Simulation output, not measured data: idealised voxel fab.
process module | voxel self aligned vias
cross-section cut | 220 nm wide | cells 5 nm
A cross-section is a grid of square cells, given in bands from the top down. A band is one or more rows of cells.
Each band's line starts with the height of the band's top and of its bottom, in nm. Then come its materials from left to right, each with its width in nm. One material with "throughout" fills the band from edge to edge. "air" is empty space.
Height 0 is the level under which the wafer as received is all one material. The lowest band goes on downwards, as in "0 down".
A width such as "30 to 40" changes by the same amount from each row of cells to the next, from the band's top row to its bottom row.
"no change" after a step means that no cell of the cross-section changed.
closed voids: empty space of 8 cells or more with no open way to the top, each as width x height at its distance from the left edge, in nm
after a step's settings: what the simulator itself notes on the step
overlay nm, on a step with a mask: how far to the right of its planned place the mask lay; to the left if negative
plan
1 op RECEIVE | material Si
2 op CONFORMAL_DEP | material SiO2 | thk nm 15
3 op CONFORMAL_DEP | material SiCN | thk nm 5
4 op DIRECTIONAL_DEP | material lowk | thk nm 20
5 op DIRECTIONAL_DEP | material aC | thk nm 10
6 op PATTERN | tone open | mask id LINES | material resist | width nm 20 | pitch nm 50 | thk nm 25 | overlay nm 0
7 op DIRECTIONAL_ETCH | etch materials aC | depth nm 10
8 op STRIP | etch materials resist
9 op DIRECTIONAL_ETCH | etch materials lowk | depth nm 20
10 op STRIP | etch materials aC
11 op CONFORMAL_DEP | material TiN | thk nm 5
12 op FILL_DEP | material W | thk nm 10
13 op CMP | height nm 40
14 op SELECTIVE_ETCH | etch materials W Ru TiN | depth nm 10
15 op FILL_DEP | material SiN | thk nm 5
16 op CMP | height nm 40
17 op DIRECTIONAL_DEP | material lowk | thk nm 15
18 op PATTERN | tone open | mask id VIAS | material resist | width nm 30 | pitch nm 50 | thk nm 15 | overlay nm 0
19 op DIRECTIONAL_ETCH | etch materials lowk | depth nm 15
20 op DIRECTIONAL_ETCH | etch materials SiN | depth nm 10
21 op STRIP | etch materials resist
22 op CONFORMAL_DEP | material TiN | thk nm 5
23 op FILL_DEP | material W | thk nm 10
24 op CMP | height nm 55
25 op CONFORMAL_DEP | material SiCN | thk nm 5
first wafer, as planned
as received, after step 1
  0 down: Si throughout
  closed voids: none
after step 2
  15 to 0: SiO2 throughout
  below 0: unchanged
after step 3
  20 to 15: SiCN throughout
  below 15: unchanged
after step 4
  40 to 20: lowk throughout
  below 20: unchanged
after step 5
  50 to 40: aC throughout
  below 40: unchanged
after step 6
  75 to 50: resist 50 | air 20 | resist 30 | air 20 | resist 30 | air 20 | resist 50
  below 50: unchanged
after step 7
  65 to 50: resist 50 | air 20 | resist 30 | air 20 | resist 30 | air 20 | resist 50
  50 to 40: aC 50 | air 20 | aC 30 | air 20 | aC 30 | air 20 | aC 50
  below 40: unchanged
after step 8
  50 to 40: aC 50 | air 20 | aC 30 | air 20 | aC 30 | air 20 | aC 50
  below 40: unchanged
after step 9
  50 to 40: aC 50 | air 20 | aC 30 | air 20 | aC 30 | air 20 | aC 50
  40 to 20: lowk 50 | air 20 | lowk 30 | air 20 | lowk 30 | air 20 | lowk 50
  below 20: unchanged
after step 10
  40 to 20: lowk 50 | air 20 | lowk 30 | air 20 | lowk 30 | air 20 | lowk 50
  below 20: unchanged
after step 11
  45 to 40: TiN 55 | air 10 | TiN 40 | air 10 | TiN 40 | air 10 | TiN 55
  40 to 25: lowk 50 | TiN 5 | air 10 | TiN 5 | lowk 30 | TiN 5 | air 10 | TiN 5 | lowk 30 | TiN 5 | air 10 | TiN 5 | lowk 50
  25 to 20: lowk 50 | TiN 20 | lowk 30 | TiN 20 | lowk 30 | TiN 20 | lowk 50
  below 20: unchanged
after step 12
  55 to 45: W throughout
  45 to 40: TiN 55 | W 10 | TiN 40 | W 10 | TiN 40 | W 10 | TiN 55
  40 to 25: lowk 50 | TiN 5 | W 10 | TiN 5 | lowk 30 | TiN 5 | W 10 | TiN 5 | lowk 30 | TiN 5 | W 10 | TiN 5 | lowk 50
  below 25: unchanged
after step 13
  40 to 25: lowk 50 | TiN 5 | W 10 | TiN 5 | lowk 30 | TiN 5 | W 10 | TiN 5 | lowk 30 | TiN 5 | W 10 | TiN 5 | lowk 50
  below 25: unchanged
after step 14
  40 to 30: lowk 50 | air 20 | lowk 30 | air 20 | lowk 30 | air 20 | lowk 50
  below 30: unchanged
after step 15
  45 to 40: SiN throughout
  40 to 30: lowk 50 | SiN 20 | lowk 30 | SiN 20 | lowk 30 | SiN 20 | lowk 50
  below 30: unchanged
after step 16
  40 to 30: lowk 50 | SiN 20 | lowk 30 | SiN 20 | lowk 30 | SiN 20 | lowk 50
  below 30: unchanged
after step 17
  55 to 40: lowk throughout
  below 40: unchanged
after step 18
  70 to 55: resist 45 | air 30 | resist 20 | air 30 | resist 20 | air 30 | resist 45
  below 55: unchanged
after step 19
  70 to 55: resist 45 | air 30 | resist 20 | air 30 | resist 20 | air 30 | resist 45
  55 to 40: lowk 45 | air 30 | lowk 20 | air 30 | lowk 20 | air 30 | lowk 45
  below 40: unchanged
after step 20
  70 to 55: resist 45 | air 30 | resist 20 | air 30 | resist 20 | air 30 | resist 45
  55 to 40: lowk 45 | air 30 | lowk 20 | air 30 | lowk 20 | air 30 | lowk 45
  40 to 30: lowk 50 | air 20 | lowk 30 | air 20 | lowk 30 | air 20 | lowk 50
  below 30: unchanged
after step 21
  55 to 40: lowk 45 | air 30 | lowk 20 | air 30 | lowk 20 | air 30 | lowk 45
  below 40: unchanged
after step 22
  60 to 55: TiN 50 | air 20 | TiN 30 | air 20 | TiN 30 | air 20 | TiN 50
  55 to 45: lowk 45 | TiN 5 | air 20 | TiN 5 | lowk 20 | TiN 5 | air 20 | TiN 5 | lowk 20 | TiN 5 | air 20 | TiN 5 | lowk 45
  45 to 35: lowk 45 to 50 | TiN 10 to 5 | air 10 | TiN 10 to 5 | lowk 20 to 30 | TiN 10 to 5 | air 10 | TiN 10 to 5 | lowk 20 to 30 | TiN 10 to 5 | air 10 | TiN 10 to 5 | lowk 45 to 50
  35 to 30: lowk 50 | TiN 20 | lowk 30 | TiN 20 | lowk 30 | TiN 20 | lowk 50
  below 30: unchanged
after step 23
  70 to 60: W throughout
  60 to 55: TiN 50 | W 20 | TiN 30 | W 20 | TiN 30 | W 20 | TiN 50
  55 to 45: lowk 45 | TiN 5 | W 20 | TiN 5 | lowk 20 | TiN 5 | W 20 | TiN 5 | lowk 20 | TiN 5 | W 20 | TiN 5 | lowk 45
  45 to 35: lowk 45 to 50 | TiN 10 to 5 | W 10 | TiN 10 to 5 | lowk 20 to 30 | TiN 10 to 5 | W 10 | TiN 10 to 5 | lowk 20 to 30 | TiN 10 to 5 | W 10 | TiN 10 to 5 | lowk 45 to 50
  below 35: unchanged
after step 24
  55 to 45: lowk 45 | TiN 5 | W 20 | TiN 5 | lowk 20 | TiN 5 | W 20 | TiN 5 | lowk 20 | TiN 5 | W 20 | TiN 5 | lowk 45
  below 45: unchanged
after step 25
  60 to 55: SiCN throughout
  below 55: unchanged
second wafer: like start, like plan, one mistake. Through step 18 it matches the first wafer
when step 19 should have ended
  70 to 55: resist 45 | air 30 | resist 20 | air 30 | resist 20 | air 30 | resist 45
  55 to 40: lowk 45 | air 30 | lowk 20 | air 30 | lowk 20 | air 30 | lowk 45
  40 to 30: lowk 45 | air 5 | SiN 20 | air 5 | lowk 20 | air 5 | SiN 20 | air 5 | lowk 20 | air 5 | SiN 20 | air 5 | lowk 45
  30 to 25: lowk 45 | air 5 | TiN 5 | W 10 | TiN 5 | air 5 | lowk 20 | air 5 | TiN 5 | W 10 | TiN 5 | air 5 | lowk 20 | air 5 | TiN 5 | W 10 | TiN 5 | air 5 | lowk 45
  below 25: unchanged
when step 20 should have ended
  70 to 55: resist 45 | air 30 | resist 20 | air 30 | resist 20 | air 30 | resist 45
  55 to 30: lowk 45 | air 30 | lowk 20 | air 30 | lowk 20 | air 30 | lowk 45
  below 30: unchanged
when step 21 should have ended
  55 to 30: lowk 45 | air 30 | lowk 20 | air 30 | lowk 20 | air 30 | lowk 45
  below 30: unchanged
when step 22 should have ended
  60 to 55: TiN 50 | air 20 | TiN 30 | air 20 | TiN 30 | air 20 | TiN 50
  55 to 35: lowk 45 | TiN 5 | air 20 | TiN 5 | lowk 20 | TiN 5 | air 20 | TiN 5 | lowk 20 | TiN 5 | air 20 | TiN 5 | lowk 45
  35 to 30: lowk 45 | TiN 30 | lowk 20 | TiN 30 | lowk 20 | TiN 30 | lowk 45
  30 to 25: lowk 45 | TiN 10 | W 10 | TiN 10 | lowk 20 | TiN 10 | W 10 | TiN 10 | lowk 20 | TiN 10 | W 10 | TiN 10 | lowk 45
  below 25: unchanged
when step 23 should have ended
  70 to 60: W throughout
  60 to 55: TiN 50 | W 20 | TiN 30 | W 20 | TiN 30 | W 20 | TiN 50
  55 to 35: lowk 45 | TiN 5 | W 20 | TiN 5 | lowk 20 | TiN 5 | W 20 | TiN 5 | lowk 20 | TiN 5 | W 20 | TiN 5 | lowk 45
  below 35: unchanged
when step 24 should have ended
  55 to 35: lowk 45 | TiN 5 | W 20 | TiN 5 | lowk 20 | TiN 5 | W 20 | TiN 5 | lowk 20 | TiN 5 | W 20 | TiN 5 | lowk 45
  below 35: unchanged
when step 25 should have ended
  60 to 55: SiCN throughout
  below 55: unchanged
what went wrong: step 19 was run twice
at the end the second wafer has, in cells: 6 more of TiN | 12 more of W | 18 fewer of lowk
